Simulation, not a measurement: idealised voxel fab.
Module name: voxel ribs on slabs (process module)
Shown is cross-section cut, with a width of 160 nm and square cells of size 5 nm.
Square cells in a grid make up a cross-section in this document, and the grid is given as bands, listed from the top down, each one or more rows of cells. Look at the band entry: it leads with the top's height and the bottom's height in nm. Then it lists the materials left to right, with a width in nm for each. The word "everywhere" on a single material says that material fills the band edge to edge. The word "air" is empty space. Heads up on the height convention: 0 is the point under which the incoming wafer is all one material, and the lowest band has no bottom, it just keeps going down, like "0 nm and below". With a width like "30 to 40", each row of cells in the band differs from the next by the same amount, the top row carrying the first number and the bottom row the second. "everything unchanged" -> step changed no cross-section cell. The label "Listed closed voids" introduces a list of the empty spaces, 8 cells or larger, that have no open way up to the top; each entry in it reads width x height at distance, where the distance is taken from the left edge and all three are stated in nm. Anything after a step's settings on that line? It's the simulator's own note about the step. A step line may carry the setting "overlay nm", which, for steps involving a mask, states the distance by which the mask lay to the right of its intended position; negative values denote displacement to the left.

List of planned process steps:
1. RECEIVE, material Si
2. DIRECTIONAL_DEP, material SiO2, thk nm 25
3. DIRECTIONAL_DEP, material polySi, thk nm 20
4. MASKED_ETCH, tone cover, mask id RIB, width nm 20, etch materials polySi, depth nm 5, overlay nm 0
5. DIRECTIONAL_DEP, material aC, thk nm 10
6. PATTERN, tone cover, mask id SLAB, material resist, width nm 50, thk nm 25, overlay nm 0
7. DIRECTIONAL_ETCH, etch materials aC, depth nm 10
8. STRIP, etch materials resist
9. DIRECTIONAL_ETCH, etch materials polySi, depth nm 15
10. STRIP, etch materials aC
11. FILL_DEP, material SiO2, thk nm 25
12. CMP, height nm 60
13. DIRECTIONAL_DEP, material TiN, thk nm 5
14. DIRECTIONAL_DEP, material aC, thk nm 15
15. PATTERN, tone cover, mask id HEATER, material resist, width nm 30, thk nm 30, overlay nm 0
16. DIRECTIONAL_ETCH, etch materials aC, depth nm 15
17. STRIP, etch materials resist
18. DIRECTIONAL_ETCH, etch materials TiN, depth nm 5
19. STRIP, etch materials aC
20. CONFORMAL_DEP, material SiN, thk nm 10

Concerning the first of two wafers, which was run in accordance with the plan:

Cross-section of the incoming wafer, state after step 1:
0 nm and below: Si everywhere
Listed closed voids: none

The following cross-section depicts the wafer upon completion of step 2:
25 nm to 0 nm: SiO2 everywhere
Beneath the level 0, the cross-section is identical to its previous state.

The following cross-section depicts the wafer upon completion of step 3:
45 nm to 25 nm: polySi everywhere
Beneath the level 25, the cross-section is identical to its previous state.

The following cross-section depicts the wafer upon completion of step 4:
45 nm to 40 nm: air (70) / polySi (20) / air (70)
Beneath the level 40, the cross-section is identical to its previous state.

The following cross-section depicts the wafer upon completion of step 5:
55 nm to 50 nm: air (70) / aC (20) / air (70)
50 nm to 45 nm: aC everywhere
45 nm to 40 nm: aC (70) / polySi (20) / aC (70)
Beneath the level 40, the cross-section is identical to its previous state.

The following cross-section depicts the wafer upon completion of step 6:
80 nm to 55 nm: air (55) / resist (50) / air (55)
55 nm to 50 nm: air (55) / resist (15) / aC (20) / resist (15) / air (55)
Beneath the level 50, the cross-section is identical to its previous state.

The following cross-section depicts the wafer upon completion of step 7:
70 nm to 55 nm: air (55) / resist (50) / air (55)
55 nm to 50 nm: air (55) / resist (15) / aC (20) / resist (15) / air (55)
50 nm to 45 nm: air (55) / aC (50) / air (55)
45 nm to 40 nm: air (55) / aC (15) / polySi (20) / aC (15) / air (55)
Beneath the level 40, the cross-section is identical to its previous state.

The following cross-section depicts the wafer upon completion of step 8:
55 nm to 45 nm: air (70 to 55) / aC (20 to 50) / air (70 to 55)
Beneath the level 45, the cross-section is identical to its previous state.

The following cross-section depicts the wafer upon completion of step 9:
55 nm to 45 nm: air (70 to 55) / aC (20 to 50) / air (70 to 55)
45 nm to 40 nm: air (55) / aC (15) / polySi (20) / aC (15) / air (55)
40 nm to 25 nm: air (55) / polySi (50) / air (55)
Beneath the level 25, the cross-section is identical to its previous state.

The following cross-section depicts the wafer upon completion of step 10:
45 nm to 40 nm: air (70) / polySi (20) / air (70)
Beneath the level 40, the cross-section is identical to its previous state.

The following cross-section depicts the wafer upon completion of step 11:
70 nm to 45 nm: SiO2 everywhere
45 nm to 40 nm: SiO2 (70) / polySi (20) / SiO2 (70)
40 nm to 25 nm: SiO2 (55) / polySi (50) / SiO2 (55)
Beneath the level 25, the cross-section is identical to its previous state.

The following cross-section depicts the wafer upon completion of step 12:
60 nm to 45 nm: SiO2 everywhere
Beneath the level 45, the cross-section is identical to its previous state.

The following cross-section depicts the wafer upon completion of step 13:
65 nm to 60 nm: TiN everywhere
Beneath the level 60, the cross-section is identical to its previous state.

The following cross-section depicts the wafer upon completion of step 14:
80 nm to 65 nm: aC everywhere
Beneath the level 65, the cross-section is identical to its previous state.

The following cross-section depicts the wafer upon completion of step 15:
110 nm to 80 nm: air (65) / resist (30) / air (65)
Beneath the level 80, the cross-section is identical to its previous state.

The following cross-section depicts the wafer upon completion of step 16:
95 nm to 80 nm: air (65) / resist (30) / air (65)
80 nm to 65 nm: air (65) / aC (30) / air (65)
Beneath the level 65, the cross-section is identical to its previous state.

The following cross-section depicts the wafer upon completion of step 17:
80 nm to 65 nm: air (65) / aC (30) / air (65)
Beneath the level 65, the cross-section is identical to its previous state.

The following cross-section depicts the wafer upon completion of step 18:
80 nm to 65 nm: air (65) / aC (30) / air (65)
65 nm to 60 nm: air (65) / TiN (30) / air (65)
Beneath the level 60, the cross-section is identical to its previous state.

The following cross-section depicts the wafer upon completion of step 19:
65 nm to 60 nm: air (65) / TiN (30) / air (65)
Beneath the level 60, the cross-section is identical to its previous state.

The following cross-section depicts the wafer upon completion of step 20:
75 nm to 70 nm: air (55) / SiN (50) / air (55)
70 nm to 65 nm: SiN everywhere
65 nm to 60 nm: SiN (65) / TiN (30) / SiN (65)
Beneath the level 60, the cross-section is identical to its previous state.

Regarding the second of the two wafers: it shared the first wafer's starting condition and process plan, yet one error occurred during its execution. Its history coincides with that of the first wafer up to and including step 19:

Second wafer at the planned finish of step 20, seen in cross-section: everything unchanged
Run error: plan step 20: skipped, not run
Per the end-of-run cell counts, the second wafer holds more or fewer of some materials than the first: 68 fewer of SiN
